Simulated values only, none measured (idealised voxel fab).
A process module follows: voxel plated lines.
Section cut is 220 nm wide and gridded with 5 nm square cells.
Cross-sections here: square-cell grids, written as top-down lists of bands, a band being one or more rows of cells.
First you get the band's top height and its bottom height, in nm, and then the materials it's made of, left to right, with each width in nm. If you see a single material with "throughout", that one covers the band edge to edge. "empty" is empty space.
Basically, 0 is our baseline, since under it the wafer straight out of the box is all one material. The bottom band has no lower end and keeps on going down, so it looks like "0 and below".
It should be noted that a width expressed as "30 to 40" varies in equal increments from row to row of cells within the band, taking the value of the first number at the top row and that of the second number at the bottom row.
No cell of the cross-section changed in a step that is given as "remained the same".
Entry "Enclosed void list". Content: empty spaces with no open connection to the top, size 8 cells or greater. Each: width x height at distance. Distance: from left edge. Unit: nm.
Where a step's line continues beyond its settings, the continuation is a remark by the simulator itself on that step.
overlay nm: step with mask; distance mask lay right of planned place; negative value = left of planned place.

Planned step list for the process
1: op RECEIVE | material Si
2: op CONFORMAL_DEP | material Al2O3 | thk nm 15
3: op DIRECTIONAL_DEP | material TiN | thk nm 5
4: op PATTERN | tone open | mask id LINES | material resist | width nm 15 | pitch nm 30 | thk nm 40 | overlay nm 0
5: op EPI | material Ru | thk nm 5
6: op EPI | material Ru | thk nm 10
7: op EPI | material Ru | thk nm 5
8: op STRIP | etch materials resist
9: op DIRECTIONAL_ETCH | etch materials TiN | depth nm 5
10: op CONFORMAL_DEP | material SiCN | thk nm 5

Step 1 complete: cross-section of the wafer as received
- 0 and below = Si throughout
- Enclosed void list: none

Below is the wafer in cross-section after the module was completed. It began from the starting point shown above and followed the plan shown above, except that one mistake was made while running it
- 55 down to 50 = empty 65 | SiCN 25 | empty 5 | SiCN 25 | empty 5 | SiCN 25 | empty 70
- 50 down to 20 = empty 65 | SiCN 5 | Ru 15 | SiCN 5 | empty 5 | SiCN 5 | Ru 15 | SiCN 5 | empty 5 | SiCN 5 | Ru 15 | SiCN 5 | empty 70
- 20 down to 15 = SiCN 70 | TiN 15 | SiCN 15 | TiN 15 | SiCN 15 | TiN 15 | SiCN 75
- 15 down to 0 = Al2O3 throughout
- 0 and below = Si throughout
- Enclosed void list: none
Finding, execution versus plan: step 6 from the plan got run twice
